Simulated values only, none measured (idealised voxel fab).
Process module name: voxel transistor to metal
Square cell edge 5 nm, section width 195 nm, ID cut.
The cross-sections in this document take the form of a grid made of square cells. They are written out as bands, in order from top to bottom. Each band consists of one or more rows of cells.
This entry defines a band. It first specifies the height of the band's top and the height of its bottom in nm, and then specifies the band's materials from left to right, stating each material with its width in nm. The word "full width" identifies a single material that fills the band from edge to edge, while the word "air" identifies empty space.
Heights are measured from 0, the level below which the as-received wafer is all one material; the lowest band has no bottom and continues downward, written as in "0 down".
The expression "30 to 40" gives the width at the extremes of the band, the first number at its top row of cells and the second at its bottom row, with the width changing by equal amounts from each row to the next in between.
Where a step carries "all unchanged", the cross-section came out of it unchanged, cell for cell.
"Trapped void list": empty spaces of 8 cells or more with no open way to the top, each given as width x height at distance, distance from the left edge, all in nm.
Text after the settings on a step's line: the simulator's own remark on that step.
A step line may carry the setting "overlay nm", which, for steps involving a mask, states the distance by which the mask lay to the right of its intended position; negative values denote displacement to the left.
Note: before/after cross-section pairs follow, one process step per pair, after-side truncated at the lowest changed band, step and settings given beneath. Different runs of this module on the same starting wafer may supply the pairs; a pair continues the one above only where the "Prior to step" entry says so.
-- Prior to step
	25 to 5: SiO2 (75), then SiN (5), then SiO2 (5), then polySi (25), then SiO2 (5), then SiN (5), then SiO2 (75)
	5 to 0: SiO2 (65), then nSi (10), then SiN (5), then SiO2 (5), then polySi (25), then SiO2 (5), then SiN (5), then nSi (10), then SiO2 (65)
	0 to -5: SiO2 (35), then SiN (5), then SiO2 (25), then nSi (10), then SiO2 (45), then nSi (10), then SiO2 (25), then SiN (5), then SiO2 (35)
	-5 to -15: SiO2 (45), then nSi (30), then Si (45), then nSi (30), then SiO2 (45)
	-15 to -30: SiO2 (45), then Si (105), then SiO2 (45)
	-30 down: Si full width
	Trapped void list: none
-- Sectional Result
	25 to 5: SiO2 (75), then SiN (5), then SiO2 (5), then air (25), then SiO2 (5), then SiN (5), then SiO2 (75)
	5 to 0: SiO2 (65), then nSi (10), then SiN (5), then SiO2 (5), then air (25), then SiO2 (5), then SiN (5), then nSi (10), then SiO2 (65)
	At heights below 0, the structure remains unaltered.
	Trapped void list: none
In between the before and after cross-sections above, the step is STRIP with etch materials polySi
Prior to step: refer to the pair immediately above; the cross-section shown after its step is the state before this one.
-- Sectional Result
	25 to 20: air (75), then SiN (5), then air (35), then SiN (5), then air (75)
	20 to 5: SiO2 (75), then SiN (5), then air (35), then SiN (5), then SiO2 (75)
	5 to 0: SiO2 (65), then nSi (10), then SiN (5), then air (35), then SiN (5), then nSi (10), then SiO2 (65)
	0 to -5: SiO2 (35), then SiN (5), then SiO2 (25), then nSi (10), then SiO2 (5), then air (35), then SiO2 (5), then nSi (10), then SiO2 (25), then SiN (5), then SiO2 (35)
	At heights below -5, the structure remains unaltered.
	Trapped void list: none
In between the before and after cross-sections above, the step is SELECTIVE_ETCH with etch materials SiO2, depth nm 5
Prior to step: refer to the pair immediately above; the cross-section shown after its step is the state before this one.
-- Sectional Result
	30 to 25: air (70), then HfO2 (15), then air (25), then HfO2 (15), then air (70)
	25 to 20: HfO2 (75), then SiN (5), then HfO2 (5), then air (25), then HfO2 (5), then SiN (5), then HfO2 (75)
	20 to 5: SiO2 (75), then SiN (5), then HfO2 (5), then air (25), then HfO2 (5), then SiN (5), then SiO2 (75)
	5 to 0: SiO2 (65), then nSi (10), then SiN (5), then HfO2 (5), then air (25), then HfO2 (5), then SiN (5), then nSi (10), then SiO2 (65)
	0 to -5: SiO2 (35), then SiN (5), then SiO2 (25), then nSi (10), then SiO2 (5), then HfO2 (35), then SiO2 (5), then nSi (10), then SiO2 (25), then SiN (5), then SiO2 (35)
	At heights below -5, the structure remains unaltered.
	Trapped void list: none
In between the before and after cross-sections above, the step is CONFORMAL_DEP with material HfO2, thk nm 5
Prior to step: refer to the pair immediately above; the cross-section shown after its step is the state before this one.
-- Sectional Result
	35 to 30: air (65), then TiN (25), then air (15), then TiN (25), then air (65)
	30 to 25: TiN (70), then HfO2 (15), then TiN (5), then air (15), then TiN (5), then HfO2 (15), then TiN (70)
	25 to 20: HfO2 (75), then SiN (5), then HfO2 (5), then TiN (5), then air (15), then TiN (5), then HfO2 (5), then SiN (5), then HfO2 (75)
	20 to 5: SiO2 (75), then SiN (5), then HfO2 (5), then TiN (5), then air (15), then TiN (5), then HfO2 (5), then SiN (5), then SiO2 (75)
	5 to 0: SiO2 (65), then nSi (10), then SiN (5), then HfO2 (5), then TiN (25), then HfO2 (5), then SiN (5), then nSi (10), then SiO2 (65)
	At heights below 0, the structure remains unaltered.
	Trapped void list: none
In between the before and after cross-sections above, the step is CONFORMAL_DEP with material TiN, thk nm 5
Prior to step: refer to the pair immediately above; the cross-section shown after its step is the state before this one.
-- Sectional Result
	45 to 35: W full width
	35 to 30: W (65), then TiN (25), then W (15), then TiN (25), then W (65)
	30 to 25: TiN (70), then HfO2 (15), then TiN (5), then W (15), then TiN (5), then HfO2 (15), then TiN (70)
	25 to 20: HfO2 (75), then SiN (5), then HfO2 (5), then TiN (5), then W (15), then TiN (5), then HfO2 (5), then SiN (5), then HfO2 (75)
	20 to 5: SiO2 (75), then SiN (5), then HfO2 (5), then TiN (5), then W (15), then TiN (5), then HfO2 (5), then SiN (5), then SiO2 (75)
	At heights below 5, the structure remains unaltered.
	Trapped void list: none
In between the before and after cross-sections above, the step is FILL_DEP with material W, thk nm 10
Prior to step: refer to the pair immediately above; the cross-section shown after its step is the state before this one.
-- Sectional Result
	20 to 5: SiO2 (75), then SiN (5), then HfO2 (5), then TiN (5), then W (15), then TiN (5), then HfO2 (5), then SiN (5), then SiO2 (75)
	At heights below 5, the structure remains unaltered.
	Trapped void list: none
In between the before and after cross-sections above, the step is CMP with height nm 20
Prior to step: refer to the pair immediately above; the cross-section shown after its step is the state before this one.
-- Sectional Result
	30 to 20: SiO2 full width
	At heights below 20, the structure remains unaltered.
	Trapped void list: none
In between the before and after cross-sections above, the step is DIRECTIONAL_DEP with material SiO2, thk nm 10
Prior to step: refer to the pair immediately above; the cross-section shown after its step is the state before this one.
-- Sectional Result
	30 to 20: SiO2 (45), then air (20), then SiO2 (65), then air (20), then SiO2 (45)
	20 to 5: SiO2 (45), then air (20), then SiO2 (10), then SiN (5), then HfO2 (5), then TiN (5), then W (15), then TiN (5), then HfO2 (5), then SiN (5), then SiO2 (10), then air (20), then SiO2 (45)
	5 to 0: SiO2 (45), then air (20), then nSi (10), then SiN (5), then HfO2 (5), then TiN (25), then HfO2 (5), then SiN (5), then nSi (10), then air (20), then SiO2 (45)
	0 to -5: SiO2 (35), then SiN (5), then SiO2 (5), then air (20), then nSi (10), then SiO2 (5), then HfO2 (35), then SiO2 (5), then nSi (10), then air (20), then SiO2 (5), then SiN (5), then SiO2 (35)
	At heights below -5, the structure remains unaltered.
	Trapped void list: none
In between the before and after cross-sections above, the step is MASKED_ETCH with tone open, mask id CONTACT, width nm 20, pitch nm 85, etch materials SiO2, depth nm 40, overlay nm 0
Prior to step: refer to the pair immediately above; the cross-section shown after its step is the state before this one.
-- Sectional Result
	35 to 30: TiN (50), then air (10), then TiN (75), then air (10), then TiN (50)
	30 to 20: SiO2 (45), then TiN (5), then air (10), then TiN (5), then SiO2 (65), then TiN (5), then air (10), then TiN (5), then SiO2 (45)
	20 to 5: SiO2 (45), then TiN (5), then air (10), then TiN (5), then SiO2 (10), then SiN (5), then HfO2 (5), then TiN (5), then W (15), then TiN (5), then HfO2 (5), then SiN (5), then SiO2 (10), then TiN (5), then air (10), then TiN (5), then SiO2 (45)
	5 to 0: SiO2 (45), then TiN (5), then air (10), then TiN (5), then nSi (10), then SiN (5), then HfO2 (5), then TiN (25), then HfO2 (5), then SiN (5), then nSi (10), then TiN (5), then air (10), then TiN (5), then SiO2 (45)
	0 to -5: SiO2 (35), then SiN (5), then SiO2 (5), then TiN (20), then nSi (10), then SiO2 (5), then HfO2 (35), then SiO2 (5), then nSi (10), then TiN (20), then SiO2 (5), then SiN (5), then SiO2 (35)
	At heights below -5, the structure remains unaltered.
	Trapped void list: none
In between the before and after cross-sections above, the step is CONFORMAL_DEP with material TiN, thk nm 5
Prior to step: refer to the pair immediately above; the cross-section shown after its step is the state before this one.
-- Sectional Result
	40 to 35: W full width
	35 to 30: TiN (50), then W (10), then TiN (75), then W (10), then TiN (50)
	30 to 20: SiO2 (45), then TiN (5), then W (10), then TiN (5), then SiO2 (65), then TiN (5), then W (10), then TiN (5), then SiO2 (45)
	20 to 5: SiO2 (45), then TiN (5), then W (10), then TiN (5), then SiO2 (10), then SiN (5), then HfO2 (5), then TiN (5), then W (15), then TiN (5), then HfO2 (5), then SiN (5), then SiO2 (10), then TiN (5), then W (10), then TiN (5), then SiO2 (45)
	5 to 0: SiO2 (45), then TiN (5), then W (10), then TiN (5), then nSi (10), then SiN (5), then HfO2 (5), then TiN (25), then HfO2 (5), then SiN (5), then nSi (10), then TiN (5), then W (10), then TiN (5), then SiO2 (45)
	At heights below 0, the structure remains unaltered.
	Trapped void list: none
In between the before and after cross-sections above, the step is FILL_DEP with material W, thk nm 5
Prior to step: refer to the pair immediately above; the cross-section shown after its step is the state before this one.
-- Sectional Result
	30 to 20: SiO2 (45), then TiN (5), then W (10), then TiN (5), then SiO2 (65), then TiN (5), then W (10), then TiN (5), then SiO2 (45)
	At heights below 20, the structure remains unaltered.
	Trapped void list: none
In between the before and after cross-sections above, the step is CMP with height nm 30
Prior to step: refer to the pair immediately above; the cross-section shown after its step is the state before this one.
-- Sectional Result
	35 to 30: SiN full width
	At heights below 30, the structure remains unaltered.
	Trapped void list: none
In between the before and after cross-sections above, the step is CONFORMAL_DEP with material SiN, thk nm 5
Prior to step: refer to the pair immediately above; the cross-section shown after its step is the state before this one.
-- Sectional Result
	55 to 35: SiO2 full width
	At heights below 35, the structure remains unaltered.
	Trapped void list: none
In between the before and after cross-sections above, the step is DIRECTIONAL_DEP with material SiO2, thk nm 20
Prior to step: refer to the pair immediately above; the cross-section shown after its step is the state before this one.
-- Sectional Result
	55 to 35: SiO2 (45), then air (20), then SiO2 (65), then air (20), then SiO2 (45)
	At heights below 35, the structure remains unaltered.
	Trapped void list: none
In between the before and after cross-sections above, the step is MASKED_ETCH with tone open, mask id METAL_1, width nm 20, pitch nm 85, etch materials SiO2, depth nm 20, overlay nm 0
Prior to step: refer to the pair immediately above; the cross-section shown after its step is the state before this one.
-- Sectional Result
	55 to 35: SiO2 (45), then air (20), then SiO2 (65), then air (20), then SiO2 (45)
	35 to 30: SiN (45), then air (20), then SiN (65), then air (20), then SiN (45)
	At heights below 30, the structure remains unaltered.
	Trapped void list: none
In between the before and after cross-sections above, the step is MASKED_ETCH with tone open, mask id METAL_1, width nm 20, pitch nm 85, etch materials SiN, depth nm 5, overlay nm 0
Prior to step: refer to the pair immediately above; the cross-section shown after its step is the state before this one.
-- Sectional Result
	60 to 55: TiN (50), then air (10), then TiN (75), then air (10), then TiN (50)
	55 to 35: SiO2 (45), then TiN (5), then air (10), then TiN (5), then SiO2 (65), then TiN (5), then air (10), then TiN (5), then SiO2 (45)
	35 to 30: SiN (45), then TiN (20), then SiN (65), then TiN (20), then SiN (45)
	At heights below 30, the structure remains unaltered.
	Trapped void list: none
In between the before and after cross-sections above, the step is CONFORMAL_DEP with material TiN, thk nm 5
Prior to step: refer to the pair immediately above; the cross-section shown after its step is the state before this one.
-- Sectional Result
	70 to 60: W full width
	60 to 55: TiN (50), then W (10), then TiN (75), then W (10), then TiN (50)
	55 to 35: SiO2 (45), then TiN (5), then W (10), then TiN (5), then SiO2 (65), then TiN (5), then W (10), then TiN (5), then SiO2 (45)
	At heights below 35, the structure remains unaltered.
	Trapped void list: none
In between the before and after cross-sections above, the step is FILL_DEP with material W, thk nm 10
Prior to step: refer to the pair immediately above; the cross-section shown after its step is the state before this one.
-- Sectional Result
	55 to 35: SiO2 (45), then TiN (5), then W (10), then TiN (5), then SiO2 (65), then TiN (5), then W (10), then TiN (5), then SiO2 (45)
	At heights below 35, the structure remains unaltered.
	Trapped void list: none
In between the before and after cross-sections above, the step is CMP with height nm 55
Prior to step: refer to the pair immediately above; the cross-section shown after its step is the state before this one.
-- Sectional Result
	60 to 55: air (40), then Ru (30), then air (55), then Ru (30), then air (40)
	At heights below 55, the structure remains unaltered.
	Trapped void list: none
In between the before and after cross-sections above, the step is EPI with material Ru, thk nm 5
Prior to step: refer to the pair immediately above; the cross-section shown after its step is the state before this one.
-- Sectional Result
	65 to 60: SiCN full width
	60 to 55: SiCN (40), then Ru (30), then SiCN (55), then Ru (30), then SiCN (40)
	At heights below 55, the structure remains unaltered.
	Trapped void list: none
In between the before and after cross-sections above, the step is FILL_DEP with material SiCN, thk nm 5
Prior to step: refer to the pair immediately above; the cross-section shown after its step is the state before this one.
-- Sectional Result
	95 to 65: lowk full width
	At heights below 65, the structure remains unaltered.
	Trapped void list: none
In between the before and after cross-sections above, the step is DIRECTIONAL_DEP with material lowk, thk nm 30
Prior to step: refer to the pair immediately above; the cross-section shown after its step is the state before this one.
-- Sectional Result
	110 to 95: aC full width
	At heights below 95, the structure remains unaltered.
	Trapped void list: none
In between the before and after cross-sections above, the step is DIRECTIONAL_DEP with material aC, thk nm 15
Prior to step: refer to the pair immediately above; the cross-section shown after its step is the state before this one.
-- Sectional Result
	140 to 110: resist (45), then air (15), then resist (70), then air (15), then resist (50)
	At heights below 110, the structure remains unaltered.
	Trapped void list: none
In between the before and after cross-sections above, the step is PATTERN with tone open, mask id METAL_2_HOLES, material resist, width nm 15, pitch nm 85, thk nm 30, overlay nm 0
Prior to step: refer to the pair immediately above; the cross-section shown after its step is the state before this one.
-- Sectional Result
	125 to 110: resist (45), then air (15), then resist (70), then air (15), then resist (50)
	110 to 95: aC (45), then air (15), then aC (70), then air (15), then aC (50)
	At heights below 95, the structure remains unaltered.
	Trapped void list: none
In between the before and after cross-sections above, the step is DIRECTIONAL_ETCH with etch materials aC, depth nm 15
Prior to step: refer to the pair immediately above; the cross-section shown after its step is the state before this one.
-- Sectional Result
	110 to 95: aC (45), then air (15), then aC (70), then air (15), then aC (50)
	At heights below 95, the structure remains unaltered.
	Trapped void list: none
In between the before and after cross-sections above, the step is STRIP with etch materials resist
Prior to step: refer to the pair immediately above; the cross-section shown after its step is the state before this one.
-- Sectional Result
	110 to 95: aC (45), then air (15), then aC (70), then air (15), then aC (50)
	95 to 65: lowk (45), then air (15), then lowk (70), then air (15), then lowk (50)
	At heights below 65, the structure remains unaltered.
	Trapped void list: none
In between the before and after cross-sections above, the step is DIRECTIONAL_ETCH with etch materials lowk, depth nm 30
Prior to step: refer to the pair immediately above; the cross-section shown after its step is the state before this one.
-- Sectional Result
	95 to 65: lowk (45), then air (15), then lowk (70), then air (15), then lowk (50)
	At heights below 65, the structure remains unaltered.
	Trapped void list: none
In between the before and after cross-sections above, the step is STRIP with etch materials aC
Prior to step: refer to the pair immediately above; the cross-section shown after its step is the state before this one.
-- Sectional Result
	95 to 75: lowk (45), then air (20), then lowk (65), then air (20), then lowk (45)
	At heights below 75, the structure remains unaltered.
	Trapped void list: none
In between the before and after cross-sections above, the step is MASKED_ETCH with tone open, mask id METAL_2, width nm 20, pitch nm 85, etch materials lowk, depth nm 20, overlay nm 0
Prior to step: refer to the pair immediately above; the cross-section shown after its step is the state before this one.
-- Sectional Result
	95 to 75: lowk (45), then air (20), then lowk (65), then air (20), then lowk (45)
	75 to 65: lowk (45), then air (15), then lowk (70), then air (15), then lowk (50)
	65 to 60: SiCN (45), then air (15), then SiCN (70), then air (15), then SiCN (50)
	At heights below 60, the structure remains unaltered.
	Trapped void list: none
In between the before and after cross-sections above, the step is MASKED_ETCH with tone open, mask id METAL_2, width nm 20, pitch nm 85, etch materials SiCN, depth nm 5, overlay nm 0
Prior to step: refer to the pair immediately above; the cross-section shown after its step is the state before this one.
-- Sectional Result
	100 to 95: TiN (50), then air (10), then TiN (75), then air (10), then TiN (50)
	95 to 80: lowk (45), then TiN (5), then air (10), then TiN (5), then lowk (65), then TiN (5), then air (10), then TiN (5), then lowk (45)
	80 to 75: lowk (45), then TiN (5), then air (5), then TiN (10), then lowk (65), then TiN (5), then air (5), then TiN (10), then lowk (45)
	75 to 65: lowk (45), then TiN (5), then air (5), then TiN (5), then lowk (70), then TiN (5), then air (5), then TiN (5), then lowk (50)
	65 to 60: SiCN (45), then TiN (15), then SiCN (70), then TiN (15), then SiCN (50)
	At heights below 60, the structure remains unaltered.
	Trapped void list: none
In between the before and after cross-sections above, the step is CONFORMAL_DEP with material TiN, thk nm 5
Prior to step: refer to the pair immediately above; the cross-section shown after its step is the state before this one.
-- Sectional Result
	110 to 100: Cu full width
	100 to 95: TiN (50), then Cu (10), then TiN (75), then Cu (10), then TiN (50)
	95 to 80: lowk (45), then TiN (5), then Cu (10), then TiN (5), then lowk (65), then TiN (5), then Cu (10), then TiN (5), then lowk (45)
	80 to 75: lowk (45), then TiN (5), then Cu (5), then TiN (10), then lowk (65), then TiN (5), then Cu (5), then TiN (10), then lowk (45)
	75 to 65: lowk (45), then TiN (5), then Cu (5), then TiN (5), then lowk (70), then TiN (5), then Cu (5), then TiN (5), then lowk (50)
	At heights below 65, the structure remains unaltered.
	Trapped void list: none
In between the before and after cross-sections above, the step is FILL_DEP with material Cu, thk nm 10
Prior to step: refer to the pair immediately above; the cross-section shown after its step is the state before this one.
-- Sectional Result
	95 to 80: lowk (45), then TiN (5), then Cu (10), then TiN (5), then lowk (65), then TiN (5), then Cu (10), then TiN (5), then lowk (45)
	At heights below 80, the structure remains unaltered.
	Trapped void list: none
In between the before and after cross-sections above, the step is CMP with height nm 95
Prior to step: refer to the pair immediately above; the cross-section shown after its step is the state before this one.
-- Sectional Result
	100 to 95: SiN full width
	At heights below 95, the structure remains unaltered.
	Trapped void list: none
In between the before and after cross-sections above, the step is CONFORMAL_DEP with material SiN, thk nm 5
-- Prior to step
	40 to 35: air (75), then SiN (5), then air (5), then SiCN (25), then air (5), then SiN (5), then air (75)
	35 to 25: air (75), then SiN (5), then SiO2 (5), then SiCN (25), then SiO2 (5), then SiN (5), then air (75)
	25 to -5: air (75), then SiN (5), then SiO2 (5), then polySi (25), then SiO2 (5), then SiN (5), then air (75)
	-5 to -10: air (75), then SiO2 (45), then air (75)
	-10 to -30: SiO2 (45), then Si (105), then SiO2 (45)
	-30 down: Si full width
	Trapped void list: none
-- Sectional Result
	40 to 35: air (75), then SiN (5), then air (5), then SiCN (25), then air (5), then SiN (5), then air (75)
	35 to 25: air (75), then SiN (5), then SiO2 (5), then SiCN (25), then SiO2 (5), then SiN (5), then air (75)
	25 to -5: air (75), then SiN (5), then SiO2 (5), then polySi (25), then SiO2 (5), then SiN (5), then air (75)
	-5 to -10: air (75), then SiO2 (45), then air (75)
	-10 to -15: SiO2 (45), then air (30), then Si (45), then air (30), then SiO2 (45)
	At heights below -15, the structure remains unaltered.
	Trapped void list: none
In between the before and after cross-sections above, the step is DIRECTIONAL_ETCH with etch materials Si, depth nm 5
Prior to step: refer to the pair immediately above; the cross-section shown after its step is the state before this one.
-- Sectional Result
	40 to 35: air (75), then SiN (5), then air (5), then SiCN (25), then air (5), then SiN (5), then air (75)
	35 to 25: air (75), then SiN (5), then SiO2 (5), then SiCN (25), then SiO2 (5), then SiN (5), then air (75)
	25 to 0: air (75), then SiN (5), then SiO2 (5), then polySi (25), then SiO2 (5), then SiN (5), then air (75)
	0 to -5: air (65), then nSi (10), then SiN (5), then SiO2 (5), then polySi (25), then SiO2 (5), then SiN (5), then nSi (10), then air (65)
	-5 to -10: air (40), then nSi (35), then SiO2 (45), then nSi (35), then air (40)
	-10 to -15: SiO2 (45), then nSi (30), then Si (45), then nSi (30), then SiO2 (45)
	At heights below -15, the structure remains unaltered.
	Trapped void list: none
In between the before and after cross-sections above, the step is EPI with material nSi, thk nm 10
Prior to step: refer to the pair immediately above; the cross-section shown after its step is the state before this one.
-- Sectional Result
	50 to 40: SiO2 full width
	40 to 25: SiO2 (75), then SiN (5), then SiO2 (5), then SiCN (25), then SiO2 (5), then SiN (5), then SiO2 (75)
	25 to 0: SiO2 (75), then SiN (5), then SiO2 (5), then polySi (25), then SiO2 (5), then SiN (5), then SiO2 (75)
	0 to -5: SiO2 (65), then nSi (10), then SiN (5), then SiO2 (5), then polySi (25), then SiO2 (5), then SiN (5), then nSi (10), then SiO2 (65)
	-5 to -10: SiO2 (40), then nSi (35), then SiO2 (45), then nSi (35), then SiO2 (40)
	At heights below -10, the structure remains unaltered.
	Trapped void list: none
In between the before and after cross-sections above, the step is FILL_DEP with material SiO2, thk nm 10
Prior to step: refer to the pair immediately above; the cross-section shown after its step is the state before this one.
-- Sectional Result
	25 to 0: SiO2 (75), then SiN (5), then SiO2 (5), then polySi (25), then SiO2 (5), then SiN (5), then SiO2 (75)
	At heights below 0, the structure remains unaltered.
	Trapped void list: none
In between the before and after cross-sections above, the step is CMP with height nm 25
Prior to step: refer to the pair immediately above; the cross-section shown after its step is the state before this one.
-- Sectional Result
	25 to 0: SiO2 (75), then SiN (5), then SiO2 (5), then air (25), then SiO2 (5), then SiN (5), then SiO2 (75)
	0 to -5: SiO2 (65), then nSi (10), then SiN (5), then SiO2 (5), then air (25), then SiO2 (5), then SiN (5), then nSi (10), then SiO2 (65)
	At heights below -5, the structure remains unaltered.
	Trapped void list: none
In between the before and after cross-sections above, the step is STRIP with etch materials polySi
Prior to step: refer to the pair immediately above; the cross-section shown after its step is the state before this one.
-- Sectional Result
	25 to 20: air (75), then SiN (5), then air (35), then SiN (5), then air (75)
	20 to 0: SiO2 (75), then SiN (5), then air (35), then SiN (5), then SiO2 (75)
	0 to -5: SiO2 (65), then nSi (10), then SiN (5), then air (35), then SiN (5), then nSi (10), then SiO2 (65)
	-5 to -10: SiO2 (40), then nSi (35), then SiO2 (5), then air (35), then SiO2 (5), then nSi (35), then SiO2 (40)
	At heights below -10, the structure remains unaltered.
	Trapped void list: none
In between the before and after cross-sections above, the step is SELECTIVE_ETCH with etch materials SiO2, depth nm 5
Prior to step: refer to the pair immediately above; the cross-section shown after its step is the state before this one.
-- Sectional Result
	30 to 25: air (70), then HfO2 (15), then air (25), then HfO2 (15), then air (70)
	25 to 20: HfO2 (75), then SiN (5), then HfO2 (5), then air (25), then HfO2 (5), then SiN (5), then HfO2 (75)
	20 to 0: SiO2 (75), then SiN (5), then HfO2 (5), then air (25), then HfO2 (5), then SiN (5), then SiO2 (75)
	0 to -5: SiO2 (65), then nSi (10), then SiN (5), then HfO2 (5), then air (25), then HfO2 (5), then SiN (5), then nSi (10), then SiO2 (65)
	-5 to -10: SiO2 (40), then nSi (35), then SiO2 (5), then HfO2 (35), then SiO2 (5), then nSi (35), then SiO2 (40)
	At heights below -10, the structure remains unaltered.
	Trapped void list: none
In between the before and after cross-sections above, the step is CONFORMAL_DEP with material HfO2, thk nm 5
Prior to step: refer to the pair immediately above; the cross-section shown after its step is the state before this one.
-- Sectional Result
	35 to 30: air (65), then TiN (25), then air (15), then TiN (25), then air (65)
	30 to 25: TiN (70), then HfO2 (15), then TiN (5), then air (15), then TiN (5), then HfO2 (15), then TiN (70)
	25 to 20: HfO2 (75), then SiN (5), then HfO2 (5), then TiN (5), then air (15), then TiN (5), then HfO2 (5), then SiN (5), then HfO2 (75)
	20 to 0: SiO2 (75), then SiN (5), then HfO2 (5), then TiN (5), then air (15), then TiN (5), then HfO2 (5), then SiN (5), then SiO2 (75)
	0 to -5: SiO2 (65), then nSi (10), then SiN (5), then HfO2 (5), then TiN (25), then HfO2 (5), then SiN (5), then nSi (10), then SiO2 (65)
	At heights below -5, the structure remains unaltered.
	Trapped void list: none
In between the before and after cross-sections above, the step is CONFORMAL_DEP with material TiN, thk nm 5
Prior to step: refer to the pair immediately above; the cross-section shown after its step is the state before this one.
-- Sectional Result
	45 to 35: W full width
	35 to 30: W (65), then TiN (25), then W (15), then TiN (25), then W (65)
	30 to 25: TiN (70), then HfO2 (15), then TiN (5), then W (15), then TiN (5), then HfO2 (15), then TiN (70)
	25 to 20: HfO2 (75), then SiN (5), then HfO2 (5), then TiN (5), then W (15), then TiN (5), then HfO2 (5), then SiN (5), then HfO2 (75)
	20 to 0: SiO2 (75), then SiN (5), then HfO2 (5), then TiN (5), then W (15), then TiN (5), then HfO2 (5), then SiN (5), then SiO2 (75)
	At heights below 0, the structure remains unaltered.
	Trapped void list: none
In between the before and after cross-sections above, the step is FILL_DEP with material W, thk nm 10
Prior to step: refer to the pair immediately above; the cross-section shown after its step is the state before this one.
-- Sectional Result
	20 to 0: SiO2 (75), then SiN (5), then HfO2 (5), then TiN (5), then W (15), then TiN (5), then HfO2 (5), then SiN (5), then SiO2 (75)
	At heights below 0, the structure remains unaltered.
	Trapped void list: none
In between the before and after cross-sections above, the step is CMP with height nm 20
Prior to step: refer to the pair immediately above; the cross-section shown after its step is the state before this one.
-- Sectional Result
	30 to 20: SiO2 full width
	At heights below 20, the structure remains unaltered.
	Trapped void list: none
In between the before and after cross-sections above, the step is DIRECTIONAL_DEP with material SiO2, thk nm 10
Prior to step: refer to the pair immediately above; the cross-section shown after its step is the state before this one.
-- Sectional Result
	30 to 20: SiO2 (45), then air (20), then SiO2 (65), then air (20), then SiO2 (45)
	20 to 0: SiO2 (45), then air (20), then SiO2 (10), then SiN (5), then HfO2 (5), then TiN (5), then W (15), then TiN (5), then HfO2 (5), then SiN (5), then SiO2 (10), then air (20), then SiO2 (45)
	0 to -5: SiO2 (45), then air (20), then nSi (10), then SiN (5), then HfO2 (5), then TiN (25), then HfO2 (5), then SiN (5), then nSi (10), then air (20), then SiO2 (45)
	At heights below -5, the structure remains unaltered.
	Trapped void list: none
In between the before and after cross-sections above, the step is MASKED_ETCH with tone open, mask id CONTACT, width nm 20, pitch nm 85, etch materials SiO2, depth nm 40, overlay nm 0
Prior to step: refer to the pair immediately above; the cross-section shown after its step is the state before this one.
-- Sectional Result
	35 to 30: TiN (50), then air (10), then TiN (75), then air (10), then TiN (50)
	30 to 20: SiO2 (45), then TiN (5), then air (10), then TiN (5), then SiO2 (65), then TiN (5), then air (10), then TiN (5), then SiO2 (45)
	20 to 0: SiO2 (45), then TiN (5), then air (10), then TiN (5), then SiO2 (10), then SiN (5), then HfO2 (5), then TiN (5), then W (15), then TiN (5), then HfO2 (5), then SiN (5), then SiO2 (10), then TiN (5), then air (10), then TiN (5), then SiO2 (45)
	0 to -5: SiO2 (45), then TiN (20), then nSi (10), then SiN (5), then HfO2 (5), then TiN (25), then HfO2 (5), then SiN (5), then nSi (10), then TiN (20), then SiO2 (45)
	At heights below -5, the structure remains unaltered.
	Trapped void list: none
In between the before and after cross-sections above, the step is CONFORMAL_DEP with material TiN, thk nm 5
Prior to step: refer to the pair immediately above; the cross-section shown after its step is the state before this one.
-- Sectional Result
	40 to 35: W full width
	35 to 30: TiN (50), then W (10), then TiN (75), then W (10), then TiN (50)
	30 to 20: SiO2 (45), then TiN (5), then W (10), then TiN (5), then SiO2 (65), then TiN (5), then W (10), then TiN (5), then SiO2 (45)
	20 to 0: SiO2 (45), then TiN (5), then W (10), then TiN (5), then SiO2 (10), then SiN (5), then HfO2 (5), then TiN (5), then W (15), then TiN (5), then HfO2 (5), then SiN (5), then SiO2 (10), then TiN (5), then W (10), then TiN (5), then SiO2 (45)
	At heights below 0, the structure remains unaltered.
	Trapped void list: none
In between the before and after cross-sections above, the step is FILL_DEP with material W, thk nm 5
Prior to step: refer to the pair immediately above; the cross-section shown after its step is the state before this one.
-- Sectional Result
	30 to 20: SiO2 (45), then TiN (5), then W (10), then TiN (5), then SiO2 (65), then TiN (5), then W (10), then TiN (5), then SiO2 (45)
	At heights below 20, the structure remains unaltered.
	Trapped void list: none
In between the before and after cross-sections above, the step is CMP with height nm 30
Prior to step: refer to the pair immediately above; the cross-section shown after its step is the state before this one.
-- Sectional Result
	35 to 30: SiN full width
	At heights below 30, the structure remains unaltered.
	Trapped void list: none
In between the before and after cross-sections above, the step is CONFORMAL_DEP with material SiN, thk nm 5
Prior to step: refer to the pair immediately above; the cross-section shown after its step is the state before this one.
-- Sectional Result
	55 to 35: SiO2 full width
	At heights below 35, the structure remains unaltered.
	Trapped void list: none
In between the before and after cross-sections above, the step is DIRECTIONAL_DEP with material SiO2, thk nm 20
Prior to step: refer to the pair immediately above; the cross-section shown after its step is the state before this one.
-- Sectional Result
	55 to 35: SiO2 (45), then air (20), then SiO2 (65), then air (20), then SiO2 (45)
	At heights below 35, the structure remains unaltered.
	Trapped void list: none
In between the before and after cross-sections above, the step is MASKED_ETCH with tone open, mask id METAL_1, width nm 20, pitch nm 85, etch materials SiO2, depth nm 20, overlay nm 0
Prior to step: refer to the pair immediately above; the cross-section shown after its step is the state before this one.
-- Sectional Result
	55 to 35: SiO2 (45), then air (20), then SiO2 (65), then air (20), then SiO2 (45)
	35 to 30: SiN (45), then air (20), then SiN (65), then air (20), then SiN (45)
	At heights below 30, the structure remains unaltered.
	Trapped void list: none
In between the before and after cross-sections above, the step is MASKED_ETCH with tone open, mask id METAL_1, width nm 20, pitch nm 85, etch materials SiN, depth nm 5, overlay nm 0
Prior to step: refer to the pair immediately above; the cross-section shown after its step is the state before this one.
-- Sectional Result
	60 to 55: TiN (50), then air (10), then TiN (75), then air (10), then TiN (50)
	55 to 35: SiO2 (45), then TiN (5), then air (10), then TiN (5), then SiO2 (65), then TiN (5), then air (10), then TiN (5), then SiO2 (45)
	35 to 30: SiN (45), then TiN (20), then SiN (65), then TiN (20), then SiN (45)
	At heights below 30, the structure remains unaltered.
	Trapped void list: none
In between the before and after cross-sections above, the step is CONFORMAL_DEP with material TiN, thk nm 5
Prior to step: refer to the pair immediately above; the cross-section shown after its step is the state before this one.
-- Sectional Result
	70 to 60: W full width
	60 to 55: TiN (50), then W (10), then TiN (75), then W (10), then TiN (50)
	55 to 35: SiO2 (45), then TiN (5), then W (10), then TiN (5), then SiO2 (65), then TiN (5), then W (10), then TiN (5), then SiO2 (45)
	At heights below 35, the structure remains unaltered.
	Trapped void list: none
In between the before and after cross-sections above, the step is FILL_DEP with material W, thk nm 10
